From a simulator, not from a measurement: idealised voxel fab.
process module | voxel gate over fins
cross-section cut | 240 nm wide | cells 5 nm
A cross-section is a grid of square cells, given in bands from the top down. A band is one or more rows of cells.
Each band's line starts with the height of the band's top and of its bottom, in nm. Then come its materials from left to right, each with its width in nm. One material with "throughout" fills the band from edge to edge. "air" is empty space.
Height 0 is the level under which the wafer as received is all one material. The lowest band goes on downwards, as in "0 down".
A width such as "30 to 40" changes by the same amount from each row of cells to the next, from the band's top row to its bottom row.
"no change" after a step means that no cell of the cross-section changed.
closed voids: empty space of 8 cells or more with no open way to the top, each as width x height at its distance from the left edge, in nm
after a step's settings: what the simulator itself notes on the step
overlay nm, on a step with a mask: how far to the right of its planned place the mask lay; to the left if negative
plan
1 op RECEIVE | material Si
2 op CONFORMAL_DEP | material SiN | thk nm 10
3 op MASKED_ETCH | tone cover | mask id FINS | width nm 15 | pitch nm 55 | etch materials SiN | depth nm 10 | overlay nm 0
4 op MASKED_ETCH | tone cover | mask id FINS | width nm 15 | pitch nm 55 | etch materials Si | depth nm 30 | overlay nm 0
5 op FILL_DEP | material SiO2 | thk nm 10
6 op CMP | height nm 10
7 op PATTERN | tone open | mask id RAIL | material resist | width nm 15 | thk nm 20 | overlay nm 0
8 op DIRECTIONAL_ETCH | etch materials SiO2 | depth nm 35
9 op STRIP | etch materials resist
10 op CONFORMAL_DEP | material TiN | thk nm 5
11 op FILL_DEP | material Ru | thk nm 5
12 op CMP | height nm 10
13 op SELECTIVE_ETCH | etch materials W Ru TiN | depth nm 30
14 op FILL_DEP | material SiO2 | thk nm 5
15 op CMP | height nm 10
16 op SELECTIVE_ETCH | etch materials SiO2 | depth nm 20
17 op STRIP | etch materials SiN
18 op CONFORMAL_DEP | material HfO2 | thk nm 5
19 op CONFORMAL_DEP | material TiN | thk nm 5
20 op FILL_DEP | material W | thk nm 10
21 op CMP | height nm 15
22 op CONFORMAL_DEP | material SiCN | thk nm 10
first wafer, as planned
as received, after step 1
  0 down: Si throughout
  closed voids: none
after step 2
  10 to 0: SiN throughout
  below 0: unchanged
after step 3
  10 to 0: air 55 | SiN 15 | air 40 | SiN 15 | air 40 | SiN 15 | air 60
  below 0: unchanged
after step 4
  10 to 0: air 55 | SiN 15 | air 40 | SiN 15 | air 40 | SiN 15 | air 60
  0 to -30: air 55 | Si 15 | air 40 | Si 15 | air 40 | Si 15 | air 60
  below -30: unchanged
after step 5
  20 to 10: SiO2 throughout
  10 to 0: SiO2 55 | SiN 15 | SiO2 40 | SiN 15 | SiO2 40 | SiN 15 | SiO2 60
  0 to -30: SiO2 55 | Si 15 | SiO2 40 | Si 15 | SiO2 40 | Si 15 | SiO2 60
  below -30: unchanged
after step 6
  10 to 0: SiO2 55 | SiN 15 | SiO2 40 | SiN 15 | SiO2 40 | SiN 15 | SiO2 60
  below 0: unchanged
after step 7
  30 to 10: resist 80 | air 15 | resist 145
  below 10: unchanged
after step 8
  30 to 10: resist 80 | air 15 | resist 145
  10 to 0: SiO2 55 | SiN 15 | SiO2 10 | air 15 | SiO2 15 | SiN 15 | SiO2 40 | SiN 15 | SiO2 60
  0 to -25: SiO2 55 | Si 15 | SiO2 10 | air 15 | SiO2 15 | Si 15 | SiO2 40 | Si 15 | SiO2 60
  below -25: unchanged
after step 9
  10 to 0: SiO2 55 | SiN 15 | SiO2 10 | air 15 | SiO2 15 | SiN 15 | SiO2 40 | SiN 15 | SiO2 60
  below 0: unchanged
after step 10
  15 to 10: TiN 85 | air 5 | TiN 150
  10 to 0: SiO2 55 | SiN 15 | SiO2 10 | TiN 5 | air 5 | TiN 5 | SiO2 15 | SiN 15 | SiO2 40 | SiN 15 | SiO2 60
  0 to -20: SiO2 55 | Si 15 | SiO2 10 | TiN 5 | air 5 | TiN 5 | SiO2 15 | Si 15 | SiO2 40 | Si 15 | SiO2 60
  -20 to -25: SiO2 55 | Si 15 | SiO2 10 | TiN 15 | SiO2 15 | Si 15 | SiO2 40 | Si 15 | SiO2 60
  below -25: unchanged
after step 11
  20 to 15: Ru throughout
  15 to 10: TiN 85 | Ru 5 | TiN 150
  10 to 0: SiO2 55 | SiN 15 | SiO2 10 | TiN 5 | Ru 5 | TiN 5 | SiO2 15 | SiN 15 | SiO2 40 | SiN 15 | SiO2 60
  0 to -20: SiO2 55 | Si 15 | SiO2 10 | TiN 5 | Ru 5 | TiN 5 | SiO2 15 | Si 15 | SiO2 40 | Si 15 | SiO2 60
  below -20: unchanged
after step 12
  10 to 0: SiO2 55 | SiN 15 | SiO2 10 | TiN 5 | Ru 5 | TiN 5 | SiO2 15 | SiN 15 | SiO2 40 | SiN 15 | SiO2 60
  below 0: unchanged
after step 13
  10 to 0: SiO2 55 | SiN 15 | SiO2 10 | air 15 | SiO2 15 | SiN 15 | SiO2 40 | SiN 15 | SiO2 60
  0 to -20: SiO2 55 | Si 15 | SiO2 10 | air 15 | SiO2 15 | Si 15 | SiO2 40 | Si 15 | SiO2 60
  below -20: unchanged
after step 14
  15 to 10: SiO2 throughout
  10 to 0: SiO2 55 | SiN 15 | SiO2 40 | SiN 15 | SiO2 40 | SiN 15 | SiO2 60
  0 to -20: SiO2 55 | Si 15 | SiO2 40 | Si 15 | SiO2 40 | Si 15 | SiO2 60
  below -20: unchanged
after step 15
  10 to 0: SiO2 55 | SiN 15 | SiO2 40 | SiN 15 | SiO2 40 | SiN 15 | SiO2 60
  below 0: unchanged
after step 16
  10 to 0: air 55 | SiN 15 | air 40 | SiN 15 | air 40 | SiN 15 | air 60
  0 to -10: air 55 | Si 15 | air 40 | Si 15 | air 40 | Si 15 | air 60
  below -10: unchanged
after step 17
  0 to -10: air 55 | Si 15 | air 40 | Si 15 | air 40 | Si 15 | air 60
  below -10: unchanged
after step 18
  5 to 0: air 50 | HfO2 25 | air 30 | HfO2 25 | air 30 | HfO2 25 | air 55
  0 to -5: air 50 | HfO2 5 | Si 15 | HfO2 5 | air 30 | HfO2 5 | Si 15 | HfO2 5 | air 30 | HfO2 5 | Si 15 | HfO2 5 | air 55
  -5 to -10: HfO2 55 | Si 15 | HfO2 40 | Si 15 | HfO2 40 | Si 15 | HfO2 60
  below -10: unchanged
after step 19
  10 to 5: air 45 | TiN 35 | air 20 | TiN 35 | air 20 | TiN 35 | air 50
  5 to 0: air 45 | TiN 5 | HfO2 25 | TiN 5 | air 20 | TiN 5 | HfO2 25 | TiN 5 | air 20 | TiN 5 | HfO2 25 | TiN 5 | air 50
  0 to -5: TiN 50 | HfO2 5 | Si 15 | HfO2 5 | TiN 30 | HfO2 5 | Si 15 | HfO2 5 | TiN 30 | HfO2 5 | Si 15 | HfO2 5 | TiN 55
  below -5: unchanged
after step 20
  20 to 10: W throughout
  10 to 5: W 45 | TiN 35 | W 20 | TiN 35 | W 20 | TiN 35 | W 50
  5 to 0: W 45 | TiN 5 | HfO2 25 | TiN 5 | W 20 | TiN 5 | HfO2 25 | TiN 5 | W 20 | TiN 5 | HfO2 25 | TiN 5 | W 50
  below 0: unchanged
after step 21
  15 to 10: W throughout
  below 10: unchanged
after step 22
  25 to 15: SiCN throughout
  below 15: unchanged
second wafer: like start, like plan, one mistake. Through step 15 it matches the first wafer
when step 16 should have ended
  10 to 0: SiO2 55 | air 15 | SiO2 40 | air 15 | SiO2 40 | air 15 | SiO2 60
  below 0: unchanged
when step 17 should have ended
  0 to -10: air 55 | Si 15 | air 40 | Si 15 | air 40 | Si 15 | air 60
  -10 to -20: SiO2 35 | air 20 | Si 15 | air 40 | Si 15 | air 40 | Si 15 | air 20 | SiO2 40
  below -20: unchanged
when step 18 should have ended
  5 to 0: air 50 | HfO2 25 | air 30 | HfO2 25 | air 30 | HfO2 25 | air 55
  0 to -5: air 50 | HfO2 5 | Si 15 | HfO2 5 | air 30 | HfO2 5 | Si 15 | HfO2 5 | air 30 | HfO2 5 | Si 15 | HfO2 5 | air 55
  -5 to -10: HfO2 40 | air 10 | HfO2 5 | Si 15 | HfO2 5 | air 30 | HfO2 5 | Si 15 | HfO2 5 | air 30 | HfO2 5 | Si 15 | HfO2 5 | air 10 | HfO2 45
  -10 to -15: SiO2 35 | HfO2 5 | air 10 | HfO2 5 | Si 15 | HfO2 5 | air 30 | HfO2 5 | Si 15 | HfO2 5 | air 30 | HfO2 5 | Si 15 | HfO2 5 | air 10 | HfO2 5 | SiO2 40
  -15 to -20: SiO2 35 | HfO2 20 | Si 15 | HfO2 40 | Si 15 | HfO2 40 | Si 15 | HfO2 20 | SiO2 40
  below -20: unchanged
when step 19 should have ended
  10 to 5: air 45 | TiN 35 | air 20 | TiN 35 | air 20 | TiN 35 | air 50
  5 to 0: air 45 | TiN 5 | HfO2 25 | TiN 5 | air 20 | TiN 5 | HfO2 25 | TiN 5 | air 20 | TiN 5 | HfO2 25 | TiN 5 | air 50
  0 to -5: TiN 50 | HfO2 5 | Si 15 | HfO2 5 | TiN 5 | air 20 | TiN 5 | HfO2 5 | Si 15 | HfO2 5 | TiN 5 | air 20 | TiN 5 | HfO2 5 | Si 15 | HfO2 5 | TiN 55
  -5 to -10: HfO2 40 | TiN 10 | HfO2 5 | Si 15 | HfO2 5 | TiN 5 | air 20 | TiN 5 | HfO2 5 | Si 15 | HfO2 5 | TiN 5 | air 20 | TiN 5 | HfO2 5 | Si 15 | HfO2 5 | TiN 10 | HfO2 45
  -10 to -15: SiO2 35 | HfO2 5 | TiN 10 | HfO2 5 | Si 15 | HfO2 5 | TiN 30 | HfO2 5 | Si 15 | HfO2 5 | TiN 30 | HfO2 5 | Si 15 | HfO2 5 | TiN 10 | HfO2 5 | SiO2 40
  below -15: unchanged
when step 20 should have ended
  20 to 10: W throughout
  10 to 5: W 45 | TiN 35 | W 20 | TiN 35 | W 20 | TiN 35 | W 50
  5 to 0: W 45 | TiN 5 | HfO2 25 | TiN 5 | W 20 | TiN 5 | HfO2 25 | TiN 5 | W 20 | TiN 5 | HfO2 25 | TiN 5 | W 50
  0 to -5: TiN 50 | HfO2 5 | Si 15 | HfO2 5 | TiN 5 | W 20 | TiN 5 | HfO2 5 | Si 15 | HfO2 5 | TiN 5 | W 20 | TiN 5 | HfO2 5 | Si 15 | HfO2 5 | TiN 55
  -5 to -10: HfO2 40 | TiN 10 | HfO2 5 | Si 15 | HfO2 5 | TiN 5 | W 20 | TiN 5 | HfO2 5 | Si 15 | HfO2 5 | TiN 5 | W 20 | TiN 5 | HfO2 5 | Si 15 | HfO2 5 | TiN 10 | HfO2 45
  below -10: unchanged
when step 21 should have ended
  15 to 10: W throughout
  below 10: unchanged
when step 22 should have ended
  25 to 15: SiCN throughout
  below 15: unchanged
what went wrong: steps 16 and 17 were swapped
at the end the second wafer has, in cells: 16 more of HfO2 | 48 fewer of SiO2 | 16 more of TiN | 16 more of W
